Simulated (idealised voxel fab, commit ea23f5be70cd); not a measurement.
process module | voxel self aligned vias
cross-section cut | 275 nm wide | cells 5 nm
A cross-section is a grid of square cells, given in bands from the top down. A band is one or more rows of cells.
Each band's line starts with the height of the band's top and of its bottom, in nm. Then come its materials from left to right, each with its width in nm. One material with "throughout" fills the band from edge to edge. "air" is empty space.
Height 0 is the level under which the wafer as received is all one material. The lowest band goes on downwards, as in "0 down".
A width such as "30 to 40" changes by the same amount from each row of cells to the next, from the band's top row to its bottom row.
"no change" after a step means that no cell of the cross-section changed.
closed voids: empty space of 8 cells or more with no open way to the top, each as width x height at its distance from the left edge, in nm
after a step's settings: what the simulator itself notes on the step
overlay nm, on a step with a mask: how far to the right of its planned place the mask lay; to the left if negative
plan
1 op RECEIVE | material Si
2 op CONFORMAL_DEP | material SiO2 | thk nm 10
3 op CONFORMAL_DEP | material SiCN | thk nm 5
4 op DIRECTIONAL_DEP | material lowk | thk nm 20
5 op DIRECTIONAL_DEP | material aC | thk nm 15
6 op PATTERN | tone open | mask id LINES | material resist | width nm 25 | pitch nm 60 | thk nm 35 | overlay nm 0
7 op DIRECTIONAL_ETCH | etch materials aC | depth nm 15
8 op STRIP | etch materials resist
9 op DIRECTIONAL_ETCH | etch materials lowk | depth nm 20
10 op STRIP | etch materials aC
11 op CONFORMAL_DEP | material TiN | thk nm 5
12 op FILL_DEP | material W | thk nm 5
13 op CMP | height nm 35
14 op SELECTIVE_ETCH | etch materials W Ru TiN | depth nm 5
15 op FILL_DEP | material SiN | thk nm 10
16 op CMP | height nm 35
17 op DIRECTIONAL_DEP | material lowk | thk nm 20
18 op PATTERN | tone open | mask id VIAS | material resist | width nm 35 | pitch nm 120 | thk nm 20 | overlay nm -15
19 op DIRECTIONAL_ETCH | etch materials lowk | depth nm 20
20 op DIRECTIONAL_ETCH | etch materials SiN | depth nm 5
21 op STRIP | etch materials resist
22 op CONFORMAL_DEP | material TiN | thk nm 5
23 op FILL_DEP | material W | thk nm 10
24 op CMP | height nm 55
25 op CONFORMAL_DEP | material SiCN | thk nm 5
varied across the wafers: overlay nm of step 18. The plan shows the first wafer's value. All wafers start alike
first wafer as received, after step 1
  0 down: Si throughout
  closed voids: none
first wafer at the end, after step 25
  60 to 55: SiCN throughout
  55 to 40: lowk 45 | TiN 5 | W 25 | TiN 5 | lowk 85 | TiN 5 | W 25 | TiN 5 | lowk 75
  40 to 35: lowk 45 | TiN 25 | W 5 | TiN 5 | lowk 85 | TiN 25 | W 5 | TiN 5 | lowk 75
  35 to 30: lowk 65 | TiN 15 | SiN 10 | lowk 35 | SiN 25 | lowk 35 | TiN 15 | SiN 10 | lowk 65
  30 to 20: lowk 65 | TiN 5 | W 15 | TiN 5 | lowk 35 | TiN 5 | W 15 | TiN 5 | lowk 35 | TiN 5 | W 15 | TiN 5 | lowk 65
  20 to 15: lowk 65 | TiN 25 | lowk 35 | TiN 25 | lowk 35 | TiN 25 | lowk 65
  15 to 10: SiCN throughout
  10 to 0: SiO2 throughout
  0 down: Si throughout
  closed voids: none
last wafer at the end
  60 to 55: SiCN throughout
  55 to 40: lowk 75 | TiN 5 | W 25 | TiN 5 | lowk 85 | TiN 5 | W 25 | TiN 5 | lowk 45
  40 to 35: lowk 75 | TiN 5 | W 5 | TiN 25 | lowk 85 | TiN 5 | W 5 | TiN 25 | lowk 45
  35 to 30: lowk 65 | SiN 10 | TiN 15 | lowk 35 | SiN 25 | lowk 35 | SiN 10 | TiN 15 | lowk 65
  30 to 20: lowk 65 | TiN 5 | W 15 | TiN 5 | lowk 35 | TiN 5 | W 15 | TiN 5 | lowk 35 | TiN 5 | W 15 | TiN 5 | lowk 65
  20 to 15: lowk 65 | TiN 25 | lowk 35 | TiN 25 | lowk 35 | TiN 25 | lowk 65
  15 to 10: SiCN throughout
  10 to 0: SiO2 throughout
  0 down: Si throughout
  closed voids: none
each wafer at the end: cells of each material gained (+) or lost (-) since it was received, then its closed voids
overlay nm -15 | +110 SiCN | +9 SiN | +110 SiO2 | +57 TiN | +50 W | +324 lowk | closed voids: none
overlay nm -10 | +110 SiCN | +7 SiN | +110 SiO2 | +57 TiN | +52 W | +324 lowk | closed voids: none
overlay nm -5 | +110 SiCN | +5 SiN | +110 SiO2 | +57 TiN | +54 W | +324 lowk | closed voids: none
overlay nm 0 | +110 SiCN | +5 SiN | +110 SiO2 | +57 TiN | +54 W | +324 lowk | closed voids: none
overlay nm 5 | +110 SiCN | +5 SiN | +110 SiO2 | +57 TiN | +54 W | +324 lowk | closed voids: none
overlay nm 10 | +110 SiCN | +7 SiN | +110 SiO2 | +57 TiN | +52 W | +324 lowk | closed voids: none
overlay nm 15 | +110 SiCN | +9 SiN | +110 SiO2 | +57 TiN | +50 W | +324 lowk | closed voids: none
